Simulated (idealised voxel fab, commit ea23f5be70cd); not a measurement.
voxel self aligned contacts: a process module
Square cells of 5 nm make up the cross-section cut, whose width is 285 nm.
When this document writes out a cross-section, it uses a grid of square cells and lists it as bands, beginning at the top and moving down, with a band standing for one or more rows of cells. What a band's entry tells you: where the top is and where the bottom is, as heights in nm, and after that what lies inside, material by material from left to right, each with its width in nm. Empty space is written as the word "blank", and a single material marked with the word "full width" occupies the band from edge to edge. Height reference: 0 = level under which incoming wafer is all one material. Lowest band: no bottom, runs on downward, e.g. "0..down". The expression "30->40" gives the width at the extremes of the band, the first number at its top row of cells and the second at its bottom row, with the width changing by equal amounts from each row to the next in between. Step marked "no alteration"? Then no cell in the cross-section changed in it. In the "Trapped void list" entry, you get each enclosed empty space of 8 cells or more, one with no open way to the top, written width x height at distance, distance from the left edge, in nm. It should be noted that, on the line of a given step, the content following the step's settings is a remark produced by the simulator itself with respect to that step. On any step carrying a mask, the "overlay nm" setting, if present on the step's line, tells how far right of its planned place the mask lay; negative values point to the left.
[Set out below are the planned steps of the process]
1: RECEIVE (material Si)
2: CONFORMAL_DEP (material SiO2; thk nm 5)
3: DIRECTIONAL_DEP (material polySi; thk nm 25)
4: DIRECTIONAL_DEP (material SiN; thk nm 15)
5: DIRECTIONAL_DEP (material aC; thk nm 15)
6: PATTERN (tone cover; mask id GATE; material resist; width nm 35; pitch nm 60; thk nm 30; overlay nm 0)
7: DIRECTIONAL_ETCH (etch materials aC; depth nm 15)
8: STRIP (etch materials resist)
9: DIRECTIONAL_ETCH (etch materials SiN; depth nm 15)
10: DIRECTIONAL_ETCH (etch materials polySi; depth nm 25)
11: STRIP (etch materials aC)
12: CONFORMAL_DEP (material SiN; thk nm 5)
13: DIRECTIONAL_ETCH (etch materials SiN; depth nm 5)
14: FILL_DEP (material SiO2; thk nm 15)
15: CMP (height nm 55)
16: DIRECTIONAL_DEP (material aC; thk nm 15)
17: PATTERN (tone open; mask id CONTACT; material resist; width nm 45; pitch nm 60; thk nm 35; overlay nm 0)
18: DIRECTIONAL_ETCH (etch materials aC; depth nm 15)
19: STRIP (etch materials resist)
20: DIRECTIONAL_ETCH (etch materials SiO2; depth nm 55)
21: STRIP (etch materials aC)
22: CONFORMAL_DEP (material TiN; thk nm 5)
23: FILL_DEP (material Ru; thk nm 5)
24: CMP (height nm 55)
25: CONFORMAL_DEP (material SiCN; thk nm 5)
[As-received wafer cross-section (after step 1)]
- 0..down: Si full width
- Trapped void list: none
[Sectioned view, first of two wafers, at the close of the module, processed as intended in the plan]
- 60..55: SiCN full width
- 55..45: SiO2: 90  TiN: 5->20  Ru: 35->5  TiN: 5->20  SiO2: 15  TiN: 5->20  Ru: 35->5  TiN: 5->20  SiO2: 90
- 45..30: SiO2: 60  SiN: 45  TiN: 5  Ru: 5  TiN: 5  SiN: 45  TiN: 5  Ru: 5  TiN: 5  SiN: 45  SiO2: 60
- 30..5: SiO2: 60  SiN: 5  polySi: 35  SiN: 5  TiN: 5  Ru: 5  TiN: 5  SiN: 5  polySi: 35  SiN: 5  TiN: 5  Ru: 5  TiN: 5  SiN: 5  polySi: 35  SiN: 5  SiO2: 60
- 5..0: SiO2: 105  TiN: 15  SiO2: 45  TiN: 15  SiO2: 105
- 0..down: Si full width
- Trapped void list: none
[Cross-sectional view: second of two wafers, end of module; start and plan identical to the first, one mistake in running]
- 60..55: SiCN full width
- 55..50: SiO2: 60  SiN: 45  TiN: 5  Ru: 5  TiN: 5  SiN: 45  TiN: 5  Ru: 5  TiN: 5  SiN: 45  SiO2: 60
- 50..45: SiO2: 60  SiN: 45  TiN: 15  SiN: 45  TiN: 15  SiN: 45  SiO2: 60
- 45..30: SiN full width
- 30..5: polySi full width
- 5..0: SiO2 full width
- 0..down: Si full width
- Trapped void list: none
The plan and the run diverged here: it should be noted that step 4 of the plan was executed twice
Looking at both finished wafers in cells, the second ends up ahead of or behind the first on some materials: Ru: 30 fewer | SiN: 114 more | SiO2: 216 fewer | TiN: 48 fewer | polySi: 180 more
